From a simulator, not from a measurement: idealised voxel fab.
process module | voxel air gaps
cross-section cut | 275 nm wide | cells 5 nm
A cross-section is a grid of square cells, given in bands from the top down. A band is one or more rows of cells.
Each band's line starts with the height of the band's top and of its bottom, in nm. Then come its materials from left to right, each with its width in nm. One material with "throughout" fills the band from edge to edge. "air" is empty space.
Height 0 is the level under which the wafer as received is all one material. The lowest band goes on downwards, as in "0 down".
A width such as "30 to 40" changes by the same amount from each row of cells to the next, from the band's top row to its bottom row.
"no change" after a step means that no cell of the cross-section changed.
closed voids: empty space of 8 cells or more with no open way to the top, each as width x height at its distance from the left edge, in nm
after a step's settings: what the simulator itself notes on the step
overlay nm, on a step with a mask: how far to the right of its planned place the mask lay; to the left if negative
plan
1 op RECEIVE | material Si
2 op CONFORMAL_DEP | material SiO2 | thk nm 10
3 op CONFORMAL_DEP | material SiCN | thk nm 5
4 op DIRECTIONAL_DEP | material SiO2 | thk nm 35
5 op PATTERN | tone open | mask id LINES | material resist | width nm 20 | pitch nm 50 | thk nm 20 | overlay nm 0
6 op DIRECTIONAL_ETCH | etch materials SiO2 | depth nm 35
7 op STRIP | etch materials resist
8 op CONFORMAL_DEP | material TiN | thk nm 5
9 op FILL_DEP | material Cu | thk nm 10
10 op CMP | height nm 50
11 op EPI | material Ru | thk nm 10
12 op SELECTIVE_ETCH | etch materials SiO2 | depth nm 45
13 op CONFORMAL_DEP | material SiCN | thk nm 5
first wafer, as planned
as received, after step 1
  0 down: Si throughout
  closed voids: none
after step 2
  10 to 0: SiO2 throughout
  below 0: unchanged
after step 3
  15 to 10: SiCN throughout
  below 10: unchanged
after step 4
  50 to 15: SiO2 throughout
  below 15: unchanged
after step 5
  70 to 50: resist 75 | air 20 | resist 30 | air 20 | resist 30 | air 20 | resist 80
  below 50: unchanged
after step 6
  70 to 50: resist 75 | air 20 | resist 30 | air 20 | resist 30 | air 20 | resist 80
  50 to 15: SiO2 75 | air 20 | SiO2 30 | air 20 | SiO2 30 | air 20 | SiO2 80
  below 15: unchanged
after step 7
  50 to 15: SiO2 75 | air 20 | SiO2 30 | air 20 | SiO2 30 | air 20 | SiO2 80
  below 15: unchanged
after step 8
  55 to 50: TiN 80 | air 10 | TiN 40 | air 10 | TiN 40 | air 10 | TiN 85
  50 to 20: SiO2 75 | TiN 5 | air 10 | TiN 5 | SiO2 30 | TiN 5 | air 10 | TiN 5 | SiO2 30 | TiN 5 | air 10 | TiN 5 | SiO2 80
  20 to 15: SiO2 75 | TiN 20 | SiO2 30 | TiN 20 | SiO2 30 | TiN 20 | SiO2 80
  below 15: unchanged
after step 9
  65 to 55: Cu throughout
  55 to 50: TiN 80 | Cu 10 | TiN 40 | Cu 10 | TiN 40 | Cu 10 | TiN 85
  50 to 20: SiO2 75 | TiN 5 | Cu 10 | TiN 5 | SiO2 30 | TiN 5 | Cu 10 | TiN 5 | SiO2 30 | TiN 5 | Cu 10 | TiN 5 | SiO2 80
  below 20: unchanged
after step 10
  50 to 20: SiO2 75 | TiN 5 | Cu 10 | TiN 5 | SiO2 30 | TiN 5 | Cu 10 | TiN 5 | SiO2 30 | TiN 5 | Cu 10 | TiN 5 | SiO2 80
  below 20: unchanged
after step 11
  60 to 50: air 65 | Ru 40 | air 10 | Ru 40 | air 10 | Ru 40 | air 70
  below 50: unchanged
after step 12
  60 to 50: air 65 | Ru 40 | air 10 | Ru 40 | air 10 | Ru 40 | air 70
  50 to 20: air 75 | TiN 5 | Cu 10 | TiN 5 | air 30 | TiN 5 | Cu 10 | TiN 5 | air 30 | TiN 5 | Cu 10 | TiN 5 | air 80
  20 to 15: air 75 | TiN 20 | air 30 | TiN 20 | air 30 | TiN 20 | air 80
  below 15: unchanged
after step 13
  65 to 60: air 60 | SiCN 150 | air 65
  60 to 50: air 60 | SiCN 5 | Ru 40 | SiCN 10 | Ru 40 | SiCN 10 | Ru 40 | SiCN 5 | air 65
  50 to 45: air 60 | SiCN 15 | TiN 5 | Cu 10 | TiN 5 | SiCN 30 | TiN 5 | Cu 10 | TiN 5 | SiCN 30 | TiN 5 | Cu 10 | TiN 5 | SiCN 15 | air 65
  45 to 20: air 70 | SiCN 5 | TiN 5 | Cu 10 | TiN 5 | SiCN 5 | air 20 | SiCN 5 | TiN 5 | Cu 10 | TiN 5 | SiCN 5 | air 20 | SiCN 5 | TiN 5 | Cu 10 | TiN 5 | SiCN 5 | air 75
  20 to 15: SiCN 75 | TiN 20 | SiCN 30 | TiN 20 | SiCN 30 | TiN 20 | SiCN 80
  below 15: unchanged
  closed voids: 20 x 25 at 100; 20 x 25 at 150
second wafer: like start, like plan, one mistake. Through step 2 it matches the first wafer
when step 3 should have ended: no change
when step 4 should have ended
  45 to 0: SiO2 throughout
  below 0: unchanged
when step 5 should have ended
  65 to 45: resist 75 | air 20 | resist 30 | air 20 | resist 30 | air 20 | resist 80
  below 45: unchanged
when step 6 should have ended
  65 to 45: resist 75 | air 20 | resist 30 | air 20 | resist 30 | air 20 | resist 80
  45 to 10: SiO2 75 | air 20 | SiO2 30 | air 20 | SiO2 30 | air 20 | SiO2 80
  below 10: unchanged
when step 7 should have ended
  45 to 10: SiO2 75 | air 20 | SiO2 30 | air 20 | SiO2 30 | air 20 | SiO2 80
  below 10: unchanged
when step 8 should have ended
  50 to 45: TiN 80 | air 10 | TiN 40 | air 10 | TiN 40 | air 10 | TiN 85
  45 to 15: SiO2 75 | TiN 5 | air 10 | TiN 5 | SiO2 30 | TiN 5 | air 10 | TiN 5 | SiO2 30 | TiN 5 | air 10 | TiN 5 | SiO2 80
  15 to 10: SiO2 75 | TiN 20 | SiO2 30 | TiN 20 | SiO2 30 | TiN 20 | SiO2 80
  below 10: unchanged
when step 9 should have ended
  60 to 50: Cu throughout
  50 to 45: TiN 80 | Cu 10 | TiN 40 | Cu 10 | TiN 40 | Cu 10 | TiN 85
  45 to 15: SiO2 75 | TiN 5 | Cu 10 | TiN 5 | SiO2 30 | TiN 5 | Cu 10 | TiN 5 | SiO2 30 | TiN 5 | Cu 10 | TiN 5 | SiO2 80
  below 15: unchanged
when step 10 should have ended
  50 to 45: TiN 80 | Cu 10 | TiN 40 | Cu 10 | TiN 40 | Cu 10 | TiN 85
  below 45: unchanged
when step 11 should have ended
  60 to 50: Ru throughout
  below 50: unchanged
when step 12 should have ended: no change
when step 13 should have ended
  65 to 60: SiCN throughout
  below 60: unchanged
what went wrong: step 3 was left out
at the end the second wafer has, in cells: 6 more of Cu | 62 more of Ru | 133 fewer of SiCN | 301 more of SiO2 | 49 more of TiN
closed voids at the end (first wafer, second wafer): 2, 0
